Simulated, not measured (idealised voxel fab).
You're looking at the process module voxel wiring stack.
The cross-section on display is named cut; it measures 235 nm wide, and its cells are 5 nm squares.
We lay out every cross-section as a grid of square cells and spell it out in bands from the top down, where one band means one or more rows of cells. This entry defines a band. It first specifies the height of the band's top and the height of its bottom in nm, and then specifies the band's materials from left to right, stating each material with its width in nm. The word "edge to edge" identifies a single material that fills the band from edge to edge, while the word "blank" identifies empty space. Below 0: as-received wafer, all one material; heights counted from there. Lowest band: no bottom, goes on down, written "0 down". It should be noted that a width expressed as "30..40" varies in equal increments from row to row of cells within the band, taking the value of the first number at the top row and that of the second number at the bottom row. What does "nothing different" mean for a step? It means no cell of the cross-section changed in that step. So "Voids, fully enclosed" is basically the list of trapped voids: any empty space of 8 cells or more that can't reach the top through an opening. They're written width x height at distance, the distance being from the left edge, and it's all nm. It should be noted that, on the line of a given step, the content following the step's settings is a remark produced by the simulator itself with respect to that step. Steps that use a mask can have "overlay nm" on their line. It says how far the mask sat to the right of where it was meant to be. Negative means to the left.

### Below is the list of planned process steps
1,RECEIVE | material Si
2,CONFORMAL_DEP | material SiO2 | thk nm 10
3,DIRECTIONAL_DEP | material TiN | thk nm 5
4,DIRECTIONAL_DEP | material Ru | thk nm 15
5,DIRECTIONAL_DEP | material aC | thk nm 15
6,PATTERN | tone cover | mask id METAL_1 | material resist | width nm 20 | pitch nm 50 | thk nm 30 | overlay nm 0
7,DIRECTIONAL_ETCH | etch materials aC | depth nm 15
8,STRIP | etch materials resist
9,DIRECTIONAL_ETCH | etch materials Ru | depth nm 15
10,DIRECTIONAL_ETCH | etch materials TiN | depth nm 5
11,STRIP | etch materials aC
12,CONFORMAL_DEP | material SiCN | thk nm 5
13,FILL_DEP | material SiO2 | thk nm 5
14,CMP | height nm 30
15,CONFORMAL_DEP | material SiCN | thk nm 5
16,DIRECTIONAL_DEP | material SiO2 | thk nm 15
17,DIRECTIONAL_DEP | material aC | thk nm 10
18,PATTERN | tone open | mask id PLUG_1 | material resist | width nm 15 | pitch nm 50 | thk nm 25 | overlay nm 0
19,DIRECTIONAL_ETCH | etch materials aC | depth nm 10
20,STRIP | etch materials resist
21,DIRECTIONAL_ETCH | etch materials SiO2 | depth nm 15
22,DIRECTIONAL_ETCH | etch materials SiCN | depth nm 5
23,STRIP | etch materials aC
24,CONFORMAL_DEP | material TiN | thk nm 5
25,FILL_DEP | material Ru | thk nm 5
26,CMP | height nm 50
27,CONFORMAL_DEP | material SiN | thk nm 5
28,DIRECTIONAL_DEP | material lowk | thk nm 25
29,MASKED_ETCH | tone open | mask id METAL_2 | width nm 20 | pitch nm 50 | etch materials lowk | depth nm 25 | overlay nm 0
30,MASKED_ETCH | tone open | mask id METAL_2 | width nm 20 | pitch nm 50 | etch materials SiN | depth nm 5 | overlay nm 0
31,CONFORMAL_DEP | material TiN | thk nm 5
32,FILL_DEP | material W | thk nm 5
33,CMP | height nm 80
34,CONFORMAL_DEP | material SiCN | thk nm 5
35,DIRECTIONAL_DEP | material SiO2 | thk nm 30
36,DIRECTIONAL_DEP | material aC | thk nm 10
37,PATTERN | tone open | mask id METAL_3_HOLES | material resist | width nm 15 | thk nm 30 | overlay nm 0
38,DIRECTIONAL_ETCH | etch materials aC | depth nm 10
39,STRIP | etch materials resist
40,DIRECTIONAL_ETCH | etch materials SiO2 | depth nm 30
41,STRIP | etch materials aC
42,MASKED_ETCH | tone open | mask id METAL_3 | width nm 20 | pitch nm 50 | etch materials SiO2 | depth nm 15 | overlay nm 0
43,MASKED_ETCH | tone open | mask id METAL_3 | width nm 20 | pitch nm 50 | etch materials SiCN | depth nm 5 | overlay nm 0
44,CONFORMAL_DEP | material TiN | thk nm 5
45,FILL_DEP | material Ru | thk nm 5
46,CMP | height nm 115
47,CONFORMAL_DEP | material SiN | thk nm 5

### as received, after step 1
    0 down = Si edge to edge
    Voids, fully enclosed: none

### Sectioned view, first of two wafers, at the close of the module, processed as intended in the plan
    120 to 115 = SiN edge to edge
    115 to 105 = SiO2: 80  TiN: 5  Ru: 10  TiN: 5  SiO2: 30  TiN: 5  Ru: 10  TiN: 5  SiO2: 85
    105 to 100 = SiO2: 80  TiN: 5  Ru: 5  TiN: 10  SiO2: 30  TiN: 20  SiO2: 85
    100 to 85 = SiO2: 80  TiN: 5  Ru: 5  TiN: 5  SiO2: 140
    85 to 80 = SiCN: 80  TiN: 15  SiCN: 140
    80 to 55 = lowk: 80  TiN: 5  W: 10  TiN: 5  lowk: 30  TiN: 5  W: 10  TiN: 5  lowk: 85
    55 to 50 = SiN: 80  TiN: 20  SiN: 30  TiN: 20  SiN: 85
    50 to 35 = SiO2: 80  TiN: 5  Ru: 5  TiN: 5  SiO2: 35  TiN: 5  Ru: 5  TiN: 5  SiO2: 90
    35 to 30 = SiCN: 80  TiN: 15  SiCN: 35  TiN: 15  SiCN: 90
    30 to 15 = SiO2: 75  SiCN: 5  Ru: 20  SiCN: 5  SiO2: 20  SiCN: 5  Ru: 20  SiCN: 5  SiO2: 80
    15 to 10 = SiCN: 80  TiN: 20  SiCN: 30  TiN: 20  SiCN: 85
    10 to 0 = SiO2 edge to edge
    0 down = Si edge to edge
    Voids, fully enclosed: none

### The second wafer, shown in cross-section after the module: started the same way as the first and given the same plan, yet one mistake crept into how it was run
    120 to 115 = SiN edge to edge
    115 to 105 = SiO2: 80  TiN: 5  Ru: 10  TiN: 5  SiO2: 30  TiN: 5  Ru: 10  TiN: 5  SiO2: 85
    105 to 100 = SiO2: 80  TiN: 5  Ru: 5  TiN: 10  SiO2: 30  TiN: 20  SiO2: 85
    100 to 90 = SiO2: 80  TiN: 5  Ru: 5  TiN: 5  SiO2: 140
    90 to 85 = SiO2: 80  TiN: 15  SiO2: 140
    85 to 80 = lowk edge to edge
    80 to 55 = lowk: 80  TiN: 5  W: 10  TiN: 5  lowk: 30  TiN: 5  W: 10  TiN: 5  lowk: 85
    55 to 50 = SiN: 80  TiN: 20  SiN: 30  TiN: 20  SiN: 85
    50 to 35 = SiO2: 80  TiN: 5  Ru: 5  TiN: 5  SiO2: 35  TiN: 5  Ru: 5  TiN: 5  SiO2: 90
    35 to 30 = SiCN: 80  TiN: 15  SiCN: 35  TiN: 15  SiCN: 90
    30 to 15 = SiO2: 75  SiCN: 5  Ru: 20  SiCN: 5  SiO2: 20  SiCN: 5  Ru: 20  SiCN: 5  SiO2: 80
    15 to 10 = SiCN: 80  TiN: 20  SiCN: 30  TiN: 20  SiCN: 85
    10 to 0 = SiO2 edge to edge
    0 down = Si edge to edge
    Voids, fully enclosed: none
Deviation noted in wafer processing: contrary to plan, step 34 was performed as CONFORMAL_DEP | material lowk | thk nm 5
The closing comparison, in cells, has the second wafer with more or fewer of some materials than the first: Ru -1; SiCN -44; TiN -2; lowk +47
